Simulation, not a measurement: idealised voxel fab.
The process module that follows is named voxel transistor to metal.
This is section cut - it's 165 nm across, gridded in 5 nm square cells.
For the purposes of this document, a cross-section shall be understood as a grid of square cells, specified as bands listed in top-to-bottom order, each band consisting of one or more rows of cells.
For a band, the entry starts with two heights in nm, that of the top and then that of the bottom, and carries on with the band's materials in order from left to right, each alongside its width in nm; the word "edge to edge" beside a single material means it fills the band edge to edge, and "empty" means empty space.
Zero point of the height axis is 0; under it, received wafer = one material. Lowest band: continues down indefinitely, "0 nm and below".
Width: "30..40" (first number = top row, second number = bottom row, same change from row to row of cells).
Any step labelled "no modification" changed none of the cells in the cross-section.
Closed-off voids of 8+ cells (no open route to the top) go in "Fully sealed cavities", written width x height at distance from the left edge, in nm.
after a step's settings: what the simulator itself notes on the step
The optional step-line setting "overlay nm" applies to steps with a mask and quantifies how far to the right of its planned location the mask lay, a negative value indicating leftward placement.

**So here's the lineup of process steps we planned**
step 1: RECEIVE: material Si
step 2: OXIDIZE: depth nm 5
step 3: CONFORMAL_DEP: material SiN, thk nm 10
step 4: MASKED_ETCH: tone cover, mask id ACTIVE, width nm 110, etch materials SiN, depth nm 10, overlay nm 0
step 5: MASKED_ETCH: tone cover, mask id ACTIVE, width nm 110, etch materials SiO2, depth nm 5, overlay nm 0
step 6: MASKED_ETCH: tone cover, mask id ACTIVE, width nm 110, etch materials Si, depth nm 25, overlay nm 0
step 7: OXIDIZE: depth nm 5
step 8: FILL_DEP: material SiO2, thk nm 15
step 9: CMP: height nm 10
step 10: SELECTIVE_ETCH: etch materials SiO2, depth nm 5
step 11: STRIP: etch materials SiN
step 12: SELECTIVE_ETCH: etch materials SiO2, depth nm 5
step 13: OXIDIZE: depth nm 5
step 14: DIRECTIONAL_DEP: material polySi, thk nm 30
step 15: DIRECTIONAL_DEP: material SiCN, thk nm 15
step 16: PATTERN: tone cover, mask id GATE, material resist, width nm 30, thk nm 15, overlay nm 0
step 17: DIRECTIONAL_ETCH: etch materials SiCN, depth nm 25
step 18: DIRECTIONAL_ETCH: etch materials polySi, depth nm 40
step 19: STRIP: etch materials resist
step 20: CONFORMAL_DEP: material SiO2, thk nm 5
step 21: DIRECTIONAL_ETCH: etch materials SiO2, depth nm 5
step 22: CONFORMAL_DEP: material SiN, thk nm 10
step 23: DIRECTIONAL_ETCH: etch materials SiN, depth nm 10
step 24: DIRECTIONAL_ETCH: etch materials SiO2, depth nm 5
step 25: DIRECTIONAL_ETCH: etch materials Si, depth nm 5
step 26: EPI: material pSi, thk nm 10
step 27: FILL_DEP: material SiO2, thk nm 10
step 28: CMP: height nm 25
step 29: STRIP: etch materials polySi
step 30: SELECTIVE_ETCH: etch materials SiO2, depth nm 5
step 31: CONFORMAL_DEP: material HfO2, thk nm 5
step 32: CONFORMAL_DEP: material TiN, thk nm 5
step 33: FILL_DEP: material W, thk nm 5
step 34: CMP: height nm 20
step 35: DIRECTIONAL_DEP: material SiO2, thk nm 10
step 36: PATTERN: tone open, mask id CONTACT, material resist, width nm 15, pitch nm 75, thk nm 20, overlay nm 0
step 37: DIRECTIONAL_ETCH: etch materials SiO2, depth nm 30
step 38: STRIP: etch materials resist
step 39: CONFORMAL_DEP: material TiN, thk nm 5
step 40: FILL_DEP: material Ru, thk nm 10
step 41: CMP: height nm 30
step 42: DIRECTIONAL_DEP: material TiN, thk nm 5
step 43: DIRECTIONAL_DEP: material W, thk nm 15
step 44: PATTERN: tone cover, mask id METAL_1, material resist, width nm 15, pitch nm 75, thk nm 20, overlay nm 0
step 45: DIRECTIONAL_ETCH: etch materials W, depth nm 15
step 46: DIRECTIONAL_ETCH: etch materials TiN, depth nm 5
step 47: STRIP: etch materials resist
step 48: FILL_DEP: material lowk, thk nm 5
step 49: CMP: height nm 50
step 50: CONFORMAL_DEP: material SiCN, thk nm 5

**As received (post step 1): cross-section**
  0 nm and below = Si edge to edge
  Fully sealed cavities: none

**Here's the cross-section of the first of our two wafers at the end of the module - it ran as planned**
  55 nm to 50 nm = SiCN edge to edge
  50 nm to 35 nm = lowk (35), then W (15), then lowk (60), then W (15), then lowk (40)
  35 nm to 30 nm = lowk (35), then TiN (15), then lowk (60), then TiN (15), then lowk (40)
  30 nm to 20 nm = SiO2 (35), then TiN (5), then Ru (5), then TiN (5), then SiO2 (60), then TiN (5), then Ru (5), then TiN (5), then SiO2 (40)
  20 nm to 5 nm = SiO2 (35), then TiN (5), then Ru (5), then TiN (5), then SiN (10), then HfO2 (5), then TiN (5), then W (20), then TiN (5), then HfO2 (5), then SiN (10), then TiN (5), then Ru (5), then TiN (5), then SiO2 (40)
  5 nm to 0 nm = SiO2 (35), then TiN (15), then SiN (10), then HfO2 (5), then TiN (5), then W (20), then TiN (5), then HfO2 (5), then SiN (10), then TiN (15), then SiO2 (40)
  0 nm to -5 nm = SiO2 (25), then SiN (10), then pSi (15), then SiN (10), then HfO2 (5), then TiN (30), then HfO2 (5), then SiN (10), then pSi (15), then SiN (10), then SiO2 (30)
  -5 nm to -10 nm = SiO2 (35), then pSi (15), then SiO2 (10), then HfO2 (40), then SiO2 (10), then pSi (15), then SiO2 (40)
  -10 nm to -15 nm = SiO2 (30), then Si (5), then pSi (15), then Si (60), then pSi (15), then Si (5), then SiO2 (35)
  -15 nm to -35 nm = SiO2 (30), then Si (100), then SiO2 (35)
  -35 nm and below = Si edge to edge
  Fully sealed cavities: none

**This is the second of the two wafers, cross-sectioned at the end of the module; it started exactly like the first and was given the same plan, but it was run with one mistake**
  55 nm to 50 nm = SiCN edge to edge
  50 nm to 35 nm = lowk (35), then W (15), then lowk (60), then W (15), then lowk (40)
  35 nm to 30 nm = lowk (35), then TiN (15), then lowk (60), then TiN (15), then lowk (40)
  30 nm to 20 nm = SiO2 (35), then TiN (5), then Ru (5), then TiN (5), then SiO2 (60), then TiN (5), then Ru (5), then TiN (5), then SiO2 (40)
  20 nm to 5 nm = SiO2 (35), then TiN (5), then Ru (5), then TiN (5), then SiN (10), then HfO2 (5), then TiN (5), then W (20), then TiN (5), then HfO2 (5), then SiN (10), then TiN (5), then Ru (5), then TiN (5), then SiO2 (40)
  5 nm to 0 nm = SiO2 (35), then TiN (15), then SiN (10), then HfO2 (5), then TiN (5), then W (20), then TiN (5), then HfO2 (5), then SiN (10), then TiN (15), then SiO2 (40)
  0 nm to -5 nm = SiO2 (25), then SiN (10), then pSi (15), then SiN (10), then HfO2 (5), then TiN (30), then HfO2 (5), then SiN (10), then pSi (15), then SiN (10), then SiO2 (30)
  -5 nm to -10 nm = SiO2 (35), then pSi (15), then SiO2 (10), then HfO2 (40), then SiO2 (10), then pSi (15), then SiO2 (40)
  -10 nm to -15 nm = SiO2 (30), then Si (5), then pSi (15), then Si (60), then pSi (15), then Si (5), then SiO2 (35)
  -15 nm to -60 nm = SiO2 (30), then Si (100), then SiO2 (35)
  -60 nm and below = Si edge to edge
  Fully sealed cavities: none
Against the plan, the run slipped here: the plan's step 6 ran twice
Materials where the second wafer ends with more or fewer cells than the first: Si: 65 fewer; SiO2: 65 more
